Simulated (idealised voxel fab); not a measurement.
Process module, titled voxel ribs on slabs
Pictured: cross-section cut, 280 nm wide, on a grid of 5 nm square cells.
The cross-sections in this document take the form of a grid made of square cells. They are written out as bands, in order from top to bottom. Each band consists of one or more rows of cells.
Heads up on the band format: heights come first, top then bottom, in nm. After that it's the materials left to right, each with its width in nm. A single material flagged "edge to edge" fills the whole band edge to edge, and "blank" means there's empty space there.
Heads up on the height convention: 0 is the point under which the incoming wafer is all one material, and the lowest band has no bottom, it just keeps going down, like "z 0 and below".
A width such as "30..40" changes by the same amount from each row of cells to the next, from the band's top row to its bottom row.
Take "nothing altered" at face value: in the step it is given for, the cross-section changed in none of its cells.
Listed in "Closed void register": every empty space of 8 or more cells without an open way to the top. Form: width x height at distance, the distance being from the left edge, all in nm.
Heads up: the bit after the settings on a step's line is the simulator's remark on that step.
"overlay nm" denotes, for a step that has a mask, the displacement of the mask to the right of its planned place, with negative values corresponding to the left.

This section lists the process steps that were planned:
1) RECEIVE [material Si]
2) DIRECTIONAL_DEP [material SiO2] [thk nm 25]
3) DIRECTIONAL_DEP [material polySi] [thk nm 15]
4) DIRECTIONAL_DEP [material aC] [thk nm 10]
5) PATTERN [tone cover] [mask id RIB] [material resist] [width nm 15] [thk nm 30] [overlay nm 0]
6) DIRECTIONAL_ETCH [etch materials aC] [depth nm 10]
7) STRIP [etch materials resist]
8) DIRECTIONAL_ETCH [etch materials polySi] [depth nm 10]
9) STRIP [etch materials aC]
10) MASKED_ETCH [tone cover] [mask id SLAB] [width nm 35] [etch materials polySi] [depth nm 5] [overlay nm 0]
11) FILL_DEP [material SiO2] [thk nm 15]
12) CMP [height nm 50]
13) DIRECTIONAL_DEP [material TiN] [thk nm 5]
14) MASKED_ETCH [tone cover] [mask id HEATER] [width nm 25] [etch materials TiN] [depth nm 5] [overlay nm 0]
15) CONFORMAL_DEP [material SiO2] [thk nm 10]
The wafers in this document start out alike and differ in the width nm applied at step 10; the plan shows the value used for the first wafer.

The as-received cross-section of the first of several wafers corresponds to the state after step 1:
> z 0 and below: Si edge to edge
> Closed void register: none

For your reference, the table is organized with a row per wafer; each row reflects the wafer at the end of the module, indicating for each material the cells gained (+) or lost (-) since receipt, and thereafter its closed voids:
width nm 35, +663 SiO2, +5 TiN, +13 polySi, Closed void register: none
width nm 40, +662 SiO2, +5 TiN, +14 polySi, Closed void register: none
width nm 45, +661 SiO2, +5 TiN, +15 polySi, Closed void register: none
width nm 50, +660 SiO2, +5 TiN, +16 polySi, Closed void register: none
width nm 55, +659 SiO2, +5 TiN, +17 polySi, Closed void register: none
width nm 60, +658 SiO2, +5 TiN, +18 polySi, Closed void register: none
